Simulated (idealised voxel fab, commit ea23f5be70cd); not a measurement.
process module | voxel wiring stack
cross-section cut | 235 nm wide | cells 5 nm
A cross-section is a grid of square cells, given in bands from the top down. A band is one or more rows of cells.
Each band's line starts with the height of the band's top and of its bottom, in nm. Then come its materials from left to right, each with its width in nm. One material with "throughout" fills the band from edge to edge. "air" is empty space.
Height 0 is the level under which the wafer as received is all one material. The lowest band goes on downwards, as in "0 down".
A width such as "30 to 40" changes by the same amount from each row of cells to the next, from the band's top row to its bottom row.
"no change" after a step means that no cell of the cross-section changed.
closed voids: empty space of 8 cells or more with no open way to the top, each as width x height at its distance from the left edge, in nm
after a step's settings: what the simulator itself notes on the step
overlay nm, on a step with a mask: how far to the right of its planned place the mask lay; to the left if negative
plan
1 op RECEIVE | material Si
2 op CONFORMAL_DEP | material SiO2 | thk nm 10
3 op CONFORMAL_DEP | material SiCN | thk nm 5
4 op DIRECTIONAL_DEP | material SiO2 | thk nm 25
5 op MASKED_ETCH | tone open | mask id METAL_1 | width nm 25 | pitch nm 45 | etch materials SiO2 | depth nm 25 | overlay nm 0
6 op MASKED_ETCH | tone open | mask id METAL_1 | width nm 25 | pitch nm 45 | etch materials SiCN | depth nm 5 | overlay nm 0
7 op CONFORMAL_DEP | material TiN | thk nm 5
8 op FILL_DEP | material Cu | thk nm 10
9 op CMP | height nm 40
10 op CONFORMAL_DEP | material SiCN | thk nm 5
11 op DIRECTIONAL_DEP | material lowk | thk nm 30
12 op DIRECTIONAL_DEP | material aC | thk nm 10
13 op PATTERN | tone open | mask id METAL_2_HOLES | material resist | width nm 15 | pitch nm 90 | thk nm 30 | overlay nm 0
14 op DIRECTIONAL_ETCH | etch materials aC | depth nm 10
15 op STRIP | etch materials resist
16 op DIRECTIONAL_ETCH | etch materials lowk | depth nm 30
17 op STRIP | etch materials aC
18 op MASKED_ETCH | tone open | mask id METAL_2 | width nm 25 | pitch nm 45 | etch materials lowk | depth nm 20 | overlay nm 0
19 op MASKED_ETCH | tone open | mask id METAL_2 | width nm 25 | pitch nm 45 | etch materials SiCN | depth nm 5 | overlay nm 0
20 op CONFORMAL_DEP | material TiN | thk nm 5
21 op FILL_DEP | material Cu | thk nm 5
22 op CMP | height nm 75
23 op CONFORMAL_DEP | material SiCN | thk nm 5
24 op DIRECTIONAL_DEP | material lowk | thk nm 20
25 op MASKED_ETCH | tone open | mask id PLUG_2 | width nm 15 | pitch nm 90 | etch materials lowk | depth nm 20 | overlay nm 0
26 op MASKED_ETCH | tone open | mask id PLUG_2 | width nm 15 | pitch nm 90 | etch materials SiCN | depth nm 5 | overlay nm 0
27 op EPI | material Ru | thk nm 10
28 op EPI | material Ru | thk nm 10
29 op EPI | material Ru | thk nm 5
30 op CONFORMAL_DEP | material SiN | thk nm 5
31 op DIRECTIONAL_DEP | material lowk | thk nm 15
32 op PATTERN | tone open | mask id METAL_3 | material resist | width nm 25 | pitch nm 45 | thk nm 20 | overlay nm 0
33 op DIRECTIONAL_ETCH | etch materials lowk | depth nm 15
34 op DIRECTIONAL_ETCH | etch materials SiN | depth nm 5
35 op STRIP | etch materials resist
36 op CONFORMAL_DEP | material TiN | thk nm 5
37 op FILL_DEP | material Cu | thk nm 10
38 op CMP | height nm 120
39 op EPI | material Ru | thk nm 5
40 op FILL_DEP | material SiCN | thk nm 5
41 op DIRECTIONAL_DEP | material SiO2 | thk nm 10
42 op PATTERN | tone open | mask id PLUG_3 | material resist | width nm 15 | pitch nm 45 | thk nm 15 | overlay nm 0
43 op DIRECTIONAL_ETCH | etch materials SiO2 | depth nm 10
44 op DIRECTIONAL_ETCH | etch materials SiCN | depth nm 5
45 op STRIP | etch materials resist
46 op EPI | material Ru | thk nm 10
47 op EPI | material Ru | thk nm 5
48 op CONFORMAL_DEP | material SiCN | thk nm 5
49 op DIRECTIONAL_DEP | material SiO2 | thk nm 20
50 op PATTERN | tone open | mask id METAL_4 | material resist | width nm 15 | pitch nm 45 | thk nm 15 | overlay nm 0
51 op DIRECTIONAL_ETCH | etch materials SiO2 | depth nm 20
52 op DIRECTIONAL_ETCH | etch materials SiCN | depth nm 5
53 op STRIP | etch materials resist
54 op CONFORMAL_DEP | material TiN | thk nm 5
55 op FILL_DEP | material W | thk nm 10
56 op CMP | height nm 165
57 op CONFORMAL_DEP | material SiCN | thk nm 5
varied across the wafers: width nm of step 50. The plan shows the first wafer's value. All wafers start alike
first wafer as received, after step 1
  0 down: Si throughout
  closed voids: none
each wafer at the end: cells of each material gained (+) or lost (-) since it was received, then its closed voids
width nm 15 | +105 Cu | +78 Ru | +263 SiCN | +32 SiN | +482 SiO2 | +156 TiN | +12 W | +470 lowk | closed voids: none
width nm 20 | +105 Cu | +78 Ru | +260 SiCN | +32 SiN | +470 SiO2 | +159 TiN | +24 W | +470 lowk | closed voids: none
width nm 25 | +105 Cu | +78 Ru | +257 SiCN | +32 SiN | +458 SiO2 | +162 TiN | +36 W | +470 lowk | closed voids: none
width nm 30 | +105 Cu | +78 Ru | +254 SiCN | +32 SiN | +446 SiO2 | +165 TiN | +48 W | +470 lowk | closed voids: none
